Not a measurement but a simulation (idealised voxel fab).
The process module presented herein is designated voxel local oxidation.
For reference, the cross-section in this document is cut, with width 270 nm and square cells of 5 nm.
Reading order for cross-sections: top band down to bottom band. Underlying form: a grid of square cells. Band size: one or more rows of cells.
Look at the band entry: it leads with the top's height and the bottom's height in nm. Then it lists the materials left to right, with a width in nm for each. The word "all across" on a single material says that material fills the band edge to edge. The word "empty" is empty space.
Beneath 0, the wafer as received is one material, and that level is where height counting begins. The lowest band goes on downward without a bottom; it is written like "0 nm and below".
Width: "30..40" (first number = top row, second number = bottom row, same change from row to row of cells).
"all unchanged" after a step means that no cell of the cross-section changed.
Reported under the label "Voids lacking openings" are the empty spaces having no open way to the top and comprising 8 cells or more; the notation for each is width x height at distance, in which the distance is measured from the left edge and all three values are in nm.
Formally, on a step line, whatever follows the settings is a remark that the simulator itself makes on the step.
Steps that use a mask can have "overlay nm" on their line. It says how far the mask sat to the right of where it was meant to be. Negative means to the left.

Process steps (planned):
1) op RECEIVE | material Si
2) op OXIDIZE | depth nm 5
3) op CONFORMAL_DEP | material SiN | thk nm 10
4) op MASKED_ETCH | tone cover | mask id ACTIVE | width nm 100 | etch materials SiN | depth nm 10 | overlay nm 0
5) op SELECTIVE_ETCH | etch materials SiO2 | depth nm 5
6) op OXIDIZE | depth nm 15
7) op STRIP | etch materials SiN

The following pertains to the first of two wafers, which was processed as planned:

Shown in cross-section is the wafer as received, that is, as it stands after step 1:
* 0 nm and below: Si all across
* Voids lacking openings: none

After step 2, in cross-section:
* 0 nm to -5 nm: SiO2 all across
* Under -5: no change, same as before.

After step 3, in cross-section:
* 10 nm to 0 nm: SiN all across
* Under 0: no change, same as before.

After step 4, in cross-section:
* 10 nm to 0 nm: empty (85) / SiN (100) / empty (85)
* Under 0: no change, same as before.

After step 5, in cross-section:
* 10 nm to 0 nm: empty (85) / SiN (100) / empty (85)
* 0 nm to -5 nm: empty (90) / SiO2 (90) / empty (90)
* Under -5: no change, same as before.

After step 6, in cross-section:
* 10 nm to 0 nm: empty (85) / SiN (100) / empty (85)
* 0 nm to -5 nm: empty (90) / SiO2 (90) / empty (90)
* -5 nm to -20 nm: SiO2 (105) / Si (60) / SiO2 (105)
* Under -20: no change, same as before.

After step 7, in cross-section:
* 0 nm to -5 nm: empty (90) / SiO2 (90) / empty (90)
* Under -5: no change, same as before.

Wafer two. Same start, same plan, one slip in execution. Same as wafer one through step 3, inclusive:

Cross-section: second wafer, time at which step 4 was scheduled to end:
* 10 nm to 0 nm: SiN (85) / empty (100) / SiN (85)
* Under 0: no change, same as before.

Cross-section: second wafer, time at which step 5 was scheduled to end:
* 10 nm to 0 nm: SiN (85) / empty (100) / SiN (85)
* 0 nm to -5 nm: SiO2 (80) / empty (110) / SiO2 (80)
* Under -5: no change, same as before.

Cross-section: second wafer, time at which step 6 was scheduled to end:
* 10 nm to 0 nm: SiN (85) / empty (100) / SiN (85)
* 0 nm to -5 nm: SiO2 (80) / empty (110) / SiO2 (80)
* -5 nm to -20 nm: Si (65) / SiO2 (140) / Si (65)
* Under -20: no change, same as before.

Cross-section: second wafer, time at which step 7 was scheduled to end:
* 0 nm to -5 nm: SiO2 (80) / empty (110) / SiO2 (80)
* Under -5: no change, same as before.
Run error: rather than as planned, step 4 actually ran as op MASKED_ETCH | tone open | mask id ACTIVE | width nm 100 | etch materials SiN | depth nm 10 | overlay nm 0
In the final state, the cell counts of the second wafer exceed or fall short of those of the first for the following materials: +42 Si, -28 SiO2
